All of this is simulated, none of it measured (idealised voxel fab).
The following process module bears the name voxel self aligned contacts.
It is cross-section cut that appears here, measuring 210 nm in width, its square cells being 5 nm in size.
Each cross-section below is a grid of square cells, stated as bands in top-down order, with one or more rows of cells making up each band.
Per band: top height and bottom height in nm, followed by the left-to-right materials and their widths in nm; "edge to edge" marks a single material spanning edge to edge, "air" marks empty space.
Height is counted from the level 0, under which the received wafer is composed throughout of one material. The lowest of the bands is not closed at the bottom but continues downward, in the notation "z 0 and below".
A width such as "30 to 40" changes by the same amount from each row of cells to the next, from the band's top row to its bottom row.
The designation "stayed the same", where it is given for a processing step, indicates that no cell of the cross-section was altered in the course of that step.
The entry titled "Cavities, sealed" provides the empty spaces that have no open way to the top, restricted to those of 8 cells or more. Each is presented as width x height at distance, the distance being measured from the left edge, with all three in nm.
Note: text after step settings on the step line = simulator remark on that step.
On any step carrying a mask, the "overlay nm" setting, if present on the step's line, tells how far right of its planned place the mask lay; negative values point to the left.
Steps planned for the process:
| 1 | RECEIVE,material Si |
| 2 | CONFORMAL_DEP,material SiO2,thk nm 5 |
| 3 | DIRECTIONAL_DEP,material polySi,thk nm 20 |
| 4 | DIRECTIONAL_DEP,material SiN,thk nm 25 |
| 5 | PATTERN,tone cover,mask id GATE,material resist,width nm 25,pitch nm 65,thk nm 20,overlay nm 0 |
| 6 | DIRECTIONAL_ETCH,etch materials SiN,depth nm 25 |
| 7 | DIRECTIONAL_ETCH,etch materials polySi,depth nm 20 |
| 8 | STRIP,etch materials resist |
| 9 | CONFORMAL_DEP,material SiN,thk nm 10 |
| 10 | DIRECTIONAL_ETCH,etch materials SiN,depth nm 10 |
| 11 | FILL_DEP,material SiO2,thk nm 15 |
| 12 | CMP,height nm 60 |
| 13 | PATTERN,tone open,mask id CONTACT,material resist,width nm 50,thk nm 20,overlay nm 0 |
| 14 | DIRECTIONAL_ETCH,etch materials SiO2,depth nm 60 |
| 15 | STRIP,etch materials resist |
| 16 | CONFORMAL_DEP,material TiN,thk nm 5 |
| 17 | FILL_DEP,material W,thk nm 10 |
| 18 | CMP,height nm 60 |
| 19 | CONFORMAL_DEP,material SiCN,thk nm 5 |
The first of a set of two wafers, run to plan:
Here's what the wafer looked like in cross-section when it arrived - that's after step 1:
> z 0 and below: Si edge to edge
> Cavities, sealed: none
Wafer section view after processing step 2:
> z 5 to 0: SiO2 edge to edge
> For the remainder of the cross-section, below 0, there is no change.
Wafer section view after processing step 3:
> z 25 to 5: polySi edge to edge
> For the remainder of the cross-section, below 5, there is no change.
Wafer section view after processing step 4:
> z 50 to 25: SiN edge to edge
> For the remainder of the cross-section, below 25, there is no change.
Wafer section view after processing step 5:
> z 70 to 50: 60 air / 25 resist / 40 air / 25 resist / 60 air
> For the remainder of the cross-section, below 50, there is no change.
Wafer section view after processing step 6:
> z 70 to 50: 60 air / 25 resist / 40 air / 25 resist / 60 air
> z 50 to 25: 60 air / 25 SiN / 40 air / 25 SiN / 60 air
> For the remainder of the cross-section, below 25, there is no change.
Wafer section view after processing step 7:
> z 70 to 50: 60 air / 25 resist / 40 air / 25 resist / 60 air
> z 50 to 25: 60 air / 25 SiN / 40 air / 25 SiN / 60 air
> z 25 to 5: 60 air / 25 polySi / 40 air / 25 polySi / 60 air
> For the remainder of the cross-section, below 5, there is no change.
Wafer section view after processing step 8:
> z 50 to 25: 60 air / 25 SiN / 40 air / 25 SiN / 60 air
> For the remainder of the cross-section, below 25, there is no change.
Wafer section view after processing step 9:
> z 60 to 25: 50 air / 45 SiN / 20 air / 45 SiN / 50 air
> z 25 to 15: 50 air / 10 SiN / 25 polySi / 10 SiN / 20 air / 10 SiN / 25 polySi / 10 SiN / 50 air
> z 15 to 5: 60 SiN / 25 polySi / 40 SiN / 25 polySi / 60 SiN
> For the remainder of the cross-section, below 5, there is no change.
Wafer section view after processing step 10:
> z 50 to 25: 50 air / 45 SiN / 20 air / 45 SiN / 50 air
> z 25 to 5: 50 air / 10 SiN / 25 polySi / 10 SiN / 20 air / 10 SiN / 25 polySi / 10 SiN / 50 air
> For the remainder of the cross-section, below 5, there is no change.
Wafer section view after processing step 11:
> z 65 to 50: SiO2 edge to edge
> z 50 to 25: 50 SiO2 / 45 SiN / 20 SiO2 / 45 SiN / 50 SiO2
> z 25 to 5: 50 SiO2 / 10 SiN / 25 polySi / 10 SiN / 20 SiO2 / 10 SiN / 25 polySi / 10 SiN / 50 SiO2
> For the remainder of the cross-section, below 5, there is no change.
Wafer section view after processing step 12:
> z 60 to 50: SiO2 edge to edge
> For the remainder of the cross-section, below 50, there is no change.
Wafer section view after processing step 13:
> z 80 to 60: 80 resist / 50 air / 80 resist
> For the remainder of the cross-section, below 60, there is no change.
Wafer section view after processing step 14:
> z 80 to 60: 80 resist / 50 air / 80 resist
> z 60 to 50: 80 SiO2 / 50 air / 80 SiO2
> z 50 to 25: 50 SiO2 / 45 SiN / 20 air / 45 SiN / 50 SiO2
> z 25 to 5: 50 SiO2 / 10 SiN / 25 polySi / 10 SiN / 20 air / 10 SiN / 25 polySi / 10 SiN / 50 SiO2
> z 5 to 0: 95 SiO2 / 20 air / 95 SiO2
> For the remainder of the cross-section, below 0, there is no change.
Wafer section view after processing step 15:
> z 60 to 50: 80 SiO2 / 50 air / 80 SiO2
> For the remainder of the cross-section, below 50, there is no change.
Wafer section view after processing step 16:
> z 65 to 60: 85 TiN / 40 air / 85 TiN
> z 60 to 50: 80 SiO2 / 5 to 20 TiN / 40 to 10 air / 5 to 20 TiN / 80 SiO2
> z 50 to 25: 50 SiO2 / 45 SiN / 5 TiN / 10 air / 5 TiN / 45 SiN / 50 SiO2
> z 25 to 5: 50 SiO2 / 10 SiN / 25 polySi / 10 SiN / 5 TiN / 10 air / 5 TiN / 10 SiN / 25 polySi / 10 SiN / 50 SiO2
> z 5 to 0: 95 SiO2 / 20 TiN / 95 SiO2
> For the remainder of the cross-section, below 0, there is no change.
Wafer section view after processing step 17:
> z 75 to 65: W edge to edge
> z 65 to 60: 85 TiN / 40 W / 85 TiN
> z 60 to 50: 80 SiO2 / 5 to 20 TiN / 40 to 10 W / 5 to 20 TiN / 80 SiO2
> z 50 to 25: 50 SiO2 / 45 SiN / 5 TiN / 10 W / 5 TiN / 45 SiN / 50 SiO2
> z 25 to 5: 50 SiO2 / 10 SiN / 25 polySi / 10 SiN / 5 TiN / 10 W / 5 TiN / 10 SiN / 25 polySi / 10 SiN / 50 SiO2
> For the remainder of the cross-section, below 5, there is no change.
Wafer section view after processing step 18:
> z 60 to 50: 80 SiO2 / 5 to 20 TiN / 40 to 10 W / 5 to 20 TiN / 80 SiO2
> For the remainder of the cross-section, below 50, there is no change.
Wafer section view after processing step 19:
> z 65 to 60: SiCN edge to edge
> For the remainder of the cross-section, below 60, there is no change.
Second of two: same start, same plan, one run error; steps up to and including 4 match the first:
Cross-section, second wafer, at the end time the plan gives for step 5:
> z 70 to 50: 60 resist / 25 air / 40 resist / 25 air / 60 resist
> For the remainder of the cross-section, below 50, there is no change.
Cross-section, second wafer, at the end time the plan gives for step 6:
> z 70 to 50: 60 resist / 25 air / 40 resist / 25 air / 60 resist
> z 50 to 25: 60 SiN / 25 air / 40 SiN / 25 air / 60 SiN
> For the remainder of the cross-section, below 25, there is no change.
Cross-section, second wafer, at the end time the plan gives for step 7:
> z 70 to 50: 60 resist / 25 air / 40 resist / 25 air / 60 resist
> z 50 to 25: 60 SiN / 25 air / 40 SiN / 25 air / 60 SiN
> z 25 to 5: 60 polySi / 25 air / 40 polySi / 25 air / 60 polySi
> For the remainder of the cross-section, below 5, there is no change.
Cross-section, second wafer, at the end time the plan gives for step 8:
> z 50 to 25: 60 SiN / 25 air / 40 SiN / 25 air / 60 SiN
> For the remainder of the cross-section, below 25, there is no change.
Cross-section, second wafer, at the end time the plan gives for step 9:
> z 60 to 25: 70 SiN / 5 air / 60 SiN / 5 air / 70 SiN
> z 25 to 15: 60 polySi / 10 SiN / 5 air / 10 SiN / 40 polySi / 10 SiN / 5 air / 10 SiN / 60 polySi
> z 15 to 5: 60 polySi / 25 SiN / 40 polySi / 25 SiN / 60 polySi
> For the remainder of the cross-section, below 5, there is no change.
Cross-section, second wafer, at the end time the plan gives for step 10:
> z 50 to 25: 70 SiN / 5 air / 60 SiN / 5 air / 70 SiN
> z 25 to 5: 60 polySi / 10 SiN / 5 air / 10 SiN / 40 polySi / 10 SiN / 5 air / 10 SiN / 60 polySi
> For the remainder of the cross-section, below 5, there is no change.
Cross-section, second wafer, at the end time the plan gives for step 11:
> z 65 to 50: SiO2 edge to edge
> z 50 to 25: 70 SiN / 5 SiO2 / 60 SiN / 5 SiO2 / 70 SiN
> z 25 to 5: 60 polySi / 10 SiN / 5 SiO2 / 10 SiN / 40 polySi / 10 SiN / 5 SiO2 / 10 SiN / 60 polySi
> For the remainder of the cross-section, below 5, there is no change.
Cross-section, second wafer, at the end time the plan gives for step 12:
> z 60 to 50: SiO2 edge to edge
> For the remainder of the cross-section, below 50, there is no change.
Cross-section, second wafer, at the end time the plan gives for step 13:
> z 80 to 60: 80 resist / 50 air / 80 resist
> For the remainder of the cross-section, below 60, there is no change.
Cross-section, second wafer, at the end time the plan gives for step 14:
> z 80 to 60: 80 resist / 50 air / 80 resist
> z 60 to 50: 80 SiO2 / 50 air / 80 SiO2
> For the remainder of the cross-section, below 50, there is no change.
Cross-section, second wafer, at the end time the plan gives for step 15:
> z 60 to 50: 80 SiO2 / 50 air / 80 SiO2
> For the remainder of the cross-section, below 50, there is no change.
Cross-section, second wafer, at the end time the plan gives for step 16:
> z 65 to 60: 85 TiN / 40 air / 85 TiN
> z 60 to 55: 80 SiO2 / 5 TiN / 40 air / 5 TiN / 80 SiO2
> z 55 to 50: 80 SiO2 / 50 TiN / 80 SiO2
> For the remainder of the cross-section, below 50, there is no change.
Cross-section, second wafer, at the end time the plan gives for step 17:
> z 75 to 65: W edge to edge
> z 65 to 60: 85 TiN / 40 W / 85 TiN
> z 60 to 55: 80 SiO2 / 5 TiN / 40 W / 5 TiN / 80 SiO2
> For the remainder of the cross-section, below 55, there is no change.
Cross-section, second wafer, at the end time the plan gives for step 18:
> z 60 to 55: 80 SiO2 / 5 TiN / 40 W / 5 TiN / 80 SiO2
> For the remainder of the cross-section, below 55, there is no change.
Cross-section, second wafer, at the end time the plan gives for step 19:
> z 65 to 60: SiCN edge to edge
> For the remainder of the cross-section, below 60, there is no change.
Against the plan, the run slipped here: so step 5 ended up running with a different setting than we planned, it ran as PATTERN,tone open,mask id GATE,material resist,width nm 25,pitch nm 65,thk nm 20,overlay nm 0
Counted in cells at the end, the second wafer holds more or fewer of these materials than the first: 110 more of SiN, 158 fewer of SiO2, 20 fewer of TiN, 20 fewer of W, 88 more of polySi
